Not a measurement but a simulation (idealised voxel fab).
Name of the process module below: voxel double patterning
Section cut is 255 nm wide and gridded with 5 nm square cells.
Format of a cross-section: grid, square cells. Given as bands. Order: top down. Band: one or more rows of cells.
The entry gives the band's vertical extent as a top height and a bottom height in nm, then its horizontal make-up as materials from left to right, each with a width in nm. "empty" stands for empty space; a single material marked "edge to edge" fills the band edge to edge.
The level at which height equals 0 is the one under which the wafer, as it arrives, is entirely one material. No lower edge exists for the bottom band, which continues downward and is notated as in "0 down".
You'd read "30..40" like this: the band's top row of cells is as wide as the first number, its bottom row is as wide as the second, and going down, every row changes width by the same amount as the row before did.
For the purposes of this document, the phrase "no modifications" attached to a step denotes that no cell within the cross-section was modified by that step.
"Sealed voids" lists enclosed empty spaces (at least 8 cells, no open path upward to the top), each as width x height at distance from the left edge, in nm.
Step line, after settings: the simulator's comment on this step.
Each step line may optionally specify "overlay nm", which for a step with a mask gives the rightward distance between the mask's planned place and where it lay, a negative value indicating the leftward direction.

## Here's what the planned process steps look like
1: RECEIVE,material Si
2: CONFORMAL_DEP,material SiO2,thk nm 10
3: DIRECTIONAL_DEP,material polySi,thk nm 15
4: DIRECTIONAL_DEP,material SiCN,thk nm 5
5: PATTERN,tone open,mask id FIRST,material resist,width nm 15,pitch nm 50,thk nm 15,overlay nm 0
6: DIRECTIONAL_ETCH,etch materials SiCN,depth nm 5
7: STRIP,etch materials resist
8: MASKED_ETCH,tone open,mask id SECOND,width nm 15,etch materials SiCN,depth nm 5,overlay nm 0
9: DIRECTIONAL_ETCH,etch materials polySi,depth nm 15
10: STRIP,etch materials SiCN

## As-received wafer cross-section (after step 1)
- 0 down | Si edge to edge
- Sealed voids: none

## a wafer at the end: this start, this plan, one mistake
- 25 to 10 | empty 120 nm, polySi 15 nm, empty 120 nm
- 10 to 0 | SiO2 edge to edge
- 0 down | Si edge to edge
- Sealed voids: none
So what did we get wrong on this run? step 8: run off-plan, actual operation and settings MASKED_ETCH,tone cover,mask id SECOND,width nm 15,etch materials SiCN,depth nm 5,overlay nm 0
